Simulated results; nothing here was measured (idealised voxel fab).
process module | voxel released beams
cross-section cut | 180 nm wide | cells 5 nm
A cross-section is a grid of square cells, given in bands from the top down. A band is one or more rows of cells.
Each band's line starts with the height of the band's top and of its bottom, in nm. Then come its materials from left to right, each with its width in nm. One material with "throughout" fills the band from edge to edge. "air" is empty space.
Height 0 is the level under which the wafer as received is all one material. The lowest band goes on downwards, as in "0 down".
A width such as "30 to 40" changes by the same amount from each row of cells to the next, from the band's top row to its bottom row.
"no change" after a step means that no cell of the cross-section changed.
closed voids: empty space of 8 cells or more with no open way to the top, each as width x height at its distance from the left edge, in nm
after a step's settings: what the simulator itself notes on the step
overlay nm, on a step with a mask: how far to the right of its planned place the mask lay; to the left if negative
plan
1 op RECEIVE | material Si
2 op CONFORMAL_DEP | material Al2O3 | thk nm 5
3 op DIRECTIONAL_DEP | material SiO2 | thk nm 10
4 op MASKED_ETCH | tone open | mask id ANCHOR | width nm 40 | etch materials SiO2 | depth nm 20 | overlay nm 0
5 op CONFORMAL_DEP | material SiN | thk nm 15
6 op PATTERN | tone cover | mask id BEAM | material resist | width nm 105 | thk nm 15 | overlay nm 0
7 op DIRECTIONAL_ETCH | etch materials SiN | depth nm 15
8 op STRIP | etch materials resist
9 op STRIP | etch materials SiO2
varied across the wafers: thk nm of step 3. The plan shows the first wafer's value. All wafers start alike
first wafer as received, after step 1
  0 down: Si throughout
  closed voids: none
first wafer at the end, after step 9
  30 to 20: air 35 | SiN 20 | air 10 | SiN 75 | air 40
  20 to 15: air 35 | SiN 105 | air 40
  15 to 5: air 40 | SiN 40 | air 100
  5 to 0: Al2O3 throughout
  0 down: Si throughout
  closed voids: none
last wafer at the end
  5 to 0: Al2O3 throughout
  0 down: Si throughout
  closed voids: none
each wafer at the end: cells of each material gained (+) or lost (-) since it was received, then its closed voids
thk nm 10 | +36 Al2O3 | +75 SiN | closed voids: none
thk nm 15 | +36 Al2O3 | +81 SiN | closed voids: none
thk nm 20 | +36 Al2O3 | +87 SiN | closed voids: none
thk nm 25 | +36 Al2O3 | closed voids: none
thk nm 30 | +36 Al2O3 | closed voids: none
thk nm 35 | +36 Al2O3 | closed voids: none
